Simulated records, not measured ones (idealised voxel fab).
This is a process module. Its name is voxel self aligned contacts.
The width of the displayed cross-section, cut, is 225 nm; its cells are square, with a size of 5 nm.
If you're reading a cross-section in this doc, picture square cells in a grid; it comes to you as bands, top ones listed first down to the bottom, and a band can be one or more rows of cells. Quick guide to a band line: top height, bottom height (nm) up front; then every material left to right with its width in nm. Only one material and it's marked "everywhere"? Then it fills the band edge to edge. And "blank" just means empty space. Ref level 0: as-received wafer is one material below here. Bottom band extends down with no lower bound ("0 -> down"). The notation "30->40" denotes a width that varies across the rows of cells in the band, beginning at the first number in the top row, finishing at the second number in the bottom row, and changing by an identical amount from each row to the next. You'll sometimes find "everything unchanged" written for a step, and that's the way of saying that nowhere in the cross-section did a cell change during that step. For the entry "Fully enclosed voids", the listed items are empty spaces with no open way to the top whose size is 8 cells or more; each item follows the pattern width x height at distance, where distance is from the left edge and all three are in nm. If you see something after the settings on a step's line, that's the simulator's own remark about that step. The "overlay nm" setting may appear on a step's line; for a step that uses a mask, it gives how far to the right of its planned position the mask lay, and a negative value indicates the left.
-- Steps in the process plan
1) RECEIVE | material Si
2) OXIDIZE | depth nm 5
3) DIRECTIONAL_DEP | material polySi | thk nm 30
4) DIRECTIONAL_DEP | material SiN | thk nm 15
5) MASKED_ETCH | tone cover | mask id GATE | width nm 30 | pitch nm 55 | etch materials SiN | depth nm 15 | overlay nm 0
6) MASKED_ETCH | tone cover | mask id GATE | width nm 30 | pitch nm 55 | etch materials polySi | depth nm 30 | overlay nm 0
7) CONFORMAL_DEP | material SiN | thk nm 5
8) DIRECTIONAL_ETCH | etch materials SiN | depth nm 5
9) FILL_DEP | material SiO2 | thk nm 20
10) CMP | height nm 55
11) MASKED_ETCH | tone open | mask id CONTACT | width nm 35 | pitch nm 55 | etch materials SiO2 | depth nm 60 | overlay nm 0
12) CONFORMAL_DEP | material TiN | thk nm 5
13) FILL_DEP | material W | thk nm 10
14) CMP | height nm 55
15) CONFORMAL_DEP | material SiN | thk nm 5
-- So this is the incoming wafer in cross-section - it's already been through step 1
- 0 -> down  Si everywhere
- Fully enclosed voids: none
-- Sectioned view, first of two wafers, at the close of the module, processed as intended in the plan
- 60 -> 55  SiN everywhere
- 55 -> 45  SiO2: 65  TiN: 5->15  W: 25->5  TiN: 5->15  SiO2: 20  TiN: 5->15  W: 25->5  TiN: 5->15  SiO2: 70
- 45 -> 30  SiO2: 35  SiN: 40  TiN: 5  W: 5  TiN: 5  SiN: 40  TiN: 5  W: 5  TiN: 5  SiN: 40  SiO2: 40
- 30 -> 0  SiO2: 35  SiN: 5  polySi: 30  SiN: 5  TiN: 5  W: 5  TiN: 5  SiN: 5  polySi: 30  SiN: 5  TiN: 5  W: 5  TiN: 5  SiN: 5  polySi: 30  SiN: 5  SiO2: 40
- 0 -> -5  SiO2: 75  TiN: 15  SiO2: 40  TiN: 15  SiO2: 80
- -5 -> down  Si everywhere
- Fully enclosed voids: none
-- Cross-sectional view of the second of two wafers upon completion of the module. This wafer shared its starting condition and process plan with the first; one error was made during its execution
- 60 -> 55  SiN everywhere
- 55 -> 45  SiO2: 65  TiN: 5->15  W: 25->10  TiN: 5->10  SiO2: 20  TiN: 5->15  W: 25->10  TiN: 5->10  SiO2: 70
- 45 -> 35  SiO2: 40  SiN: 35  TiN: 5  W: 10  TiN: 5  SiN: 35  TiN: 5  W: 10  TiN: 5  SiN: 35  SiO2: 40
- 35 -> 30  SiO2: 40  SiN: 35  TiN: 5  W: 5  TiN: 10  SiN: 35  TiN: 5  W: 5  TiN: 10  SiN: 35  SiO2: 40
- 30 -> 0  SiO2: 35  SiN: 5  polySi: 30  SiN: 5  TiN: 5  W: 5  TiN: 5  SiN: 5  polySi: 30  SiN: 5  TiN: 5  W: 5  TiN: 5  SiN: 5  polySi: 30  SiN: 5  SiO2: 40
- 0 -> -5  SiO2: 75  TiN: 15  SiO2: 40  TiN: 15  SiO2: 80
- -5 -> down  Si everywhere
- Fully enclosed voids: none
In executing the process, a mistake was made relative to the plan: step 5 was run on a setting that differed from the plan, and what really ran there is MASKED_ETCH | tone cover | mask id GATE | width nm 25 | pitch nm 55 | etch materials SiN | depth nm 15 | overlay nm 0
Counted in cells at the end, the second wafer holds more or fewer of these materials than the first: SiN -9 | SiO2 +3 | W +6
